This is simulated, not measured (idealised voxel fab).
Documented hereafter: the process module known as voxel tone inversion.
This is section cut - it's 285 nm across, gridded in 5 nm square cells.
Cross-section spec: square-cell grid; bands listed top down; each band is one or more rows. The band entry comprises the height of the band's top followed by the height of its bottom, expressed in nm, and subsequently the band's materials from left to right, each stated together with its width in nm. Where a single material is marked with the word "everywhere", that material fills the band from edge to edge. The word "air" represents empty space. Height datum 0, below which the as-received substrate wafer is one material. Lowest band open at the bottom, running downward: "z 0 and below". Read "30->40" as a graded width: first number on top, second number at the bottom, same change between each pair of neighbouring rows. Given "no modification" for a step, no cell of the cross-section differs between before and after that step. "closed voids" contains a list of empty spaces, each no smaller than 8 cells and without an open way to the top, written in the form width x height at distance with the distance from the left edge and all three in nm. It should be noted that, on the line of a given step, the content following the step's settings is a remark produced by the simulator itself with respect to that step. overlay nm, on a step with a mask: how far to the right of its planned place the mask lay; to the left if negative.

The steps planned for the process are as follows:
1. RECEIVE with material Si
2. CONFORMAL_DEP with material SiN, thk nm 10
3. DIRECTIONAL_DEP with material aC, thk nm 15
4. PATTERN with tone cover, mask id POSTS, material resist, width nm 20, pitch nm 35, thk nm 20, overlay nm 0
5. DIRECTIONAL_ETCH with etch materials aC, depth nm 15
6. STRIP with etch materials resist
7. FILL_DEP with material lowk, thk nm 10
8. CMP with height nm 25
9. STRIP with etch materials aC
10. CONFORMAL_DEP with material TiN, thk nm 5
11. FILL_DEP with material W, thk nm 10
12. CMP with height nm 25
13. CONFORMAL_DEP with material SiN, thk nm 5

Incoming wafer in cross-section (state: after step 1):
    z 0 and below | Si everywhere
    closed voids: none

Cross-section, first of two wafers, end of module, run as planned:
    z 30 to 25 | SiN everywhere
    z 25 to 15 | 115 lowk  5 TiN  10 W  5 TiN  15 lowk  5 TiN  10 W  5 TiN  115 lowk
    z 15 to 10 | 115 lowk  20 TiN  15 lowk  20 TiN  115 lowk
    z 10 to 0 | SiN everywhere
    z 0 and below | Si everywhere
    closed voids: none

Second of two wafers, module complete, sectioned: it shares the first wafer's start and plan but was run with one mistake:
    z 45 to 40 | SiN everywhere
    z 40 to 30 | W everywhere
    z 30 to 25 | 120 TiN  10 W  25 TiN  10 W  120 TiN
    z 25 to 15 | 115 lowk  5 TiN  10 W  5 TiN  15 lowk  5 TiN  10 W  5 TiN  115 lowk
    z 15 to 10 | 115 lowk  20 TiN  15 lowk  20 TiN  115 lowk
    z 10 to 0 | SiN everywhere
    z 0 and below | Si everywhere
    closed voids: none
The plan and the run diverged here: with respect to the plan, step 12 was omitted and not executed
In the final state, the cell counts of the second wafer exceed or fall short of those of the first for the following materials: TiN +53; W +118
